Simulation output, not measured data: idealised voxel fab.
The following is a process module called voxel ribs on slabs.
It is cross-section cut that appears here, measuring 175 nm in width, its square cells being 5 nm in size.
Heads up, the way a cross-section reads in here is a grid of square cells, handed over as bands from the top down, with every band being one or more rows of cells. Within each band entry, the heights of the top and of the bottom of the band appear first, in that order and in nm; the materials of the band then follow from left to right, each with its corresponding width in nm. The designation "edge to edge" on a single material indicates that it fills the band from edge to edge; the designation "air" indicates empty space. Height datum 0, below which the as-received substrate wafer is one material. Lowest band open at the bottom, running downward: "0 and below". Per-row width for "30..40": begins at first number (top row of band), ends at second number (bottom row), increment between rows held constant. "no change occurred" (step): cross-section cells unchanged, all of them. So "Unvented internal voids" is basically the list of trapped voids: any empty space of 8 cells or more that can't reach the top through an opening. They're written width x height at distance, the distance being from the left edge, and it's all nm. Text after the settings on a step's line: the simulator's own remark on that step. The "overlay nm" setting may appear on a step's line; for a step that uses a mask, it gives how far to the right of its planned position the mask lay, and a negative value indicates the left.
-- Process steps (planned)
1. RECEIVE, material Si
2. DIRECTIONAL_DEP, material SiO2, thk nm 30
3. DIRECTIONAL_DEP, material SiN, thk nm 20
4. PATTERN, tone cover, mask id RIB, material resist, width nm 25, thk nm 20, overlay nm 0
5. DIRECTIONAL_ETCH, etch materials SiN, depth nm 10
6. STRIP, etch materials resist
7. PATTERN, tone cover, mask id SLAB, material resist, width nm 65, thk nm 15, overlay nm 0
8. DIRECTIONAL_ETCH, etch materials SiN, depth nm 10
9. STRIP, etch materials resist
10. FILL_DEP, material SiO2, thk nm 20
11. CMP, height nm 65
12. DIRECTIONAL_DEP, material W, thk nm 10
13. MASKED_ETCH, tone cover, mask id HEATER, width nm 35, etch materials W, depth nm 10, overlay nm 0
14. CONFORMAL_DEP, material SiN, thk nm 5
-- Cross-section: wafer on arrival = after step 1
0 and below | Si edge to edge
Unvented internal voids: none
-- Post-module cross-section: identical start and plan to those above, one misstep in execution
80 down to 75 | 65 air  45 SiN  65 air
75 down to 70 | 65 air  5 SiN  35 W  5 SiN  65 air
70 down to 65 | 70 SiN  35 W  70 SiN
65 down to 20 | SiO2 edge to edge
20 down to 0 | SiN edge to edge
0 and below | Si edge to edge
Unvented internal voids: none
What was the processing mistake? mixed up steps 2 and 3 - ran each in the other's place
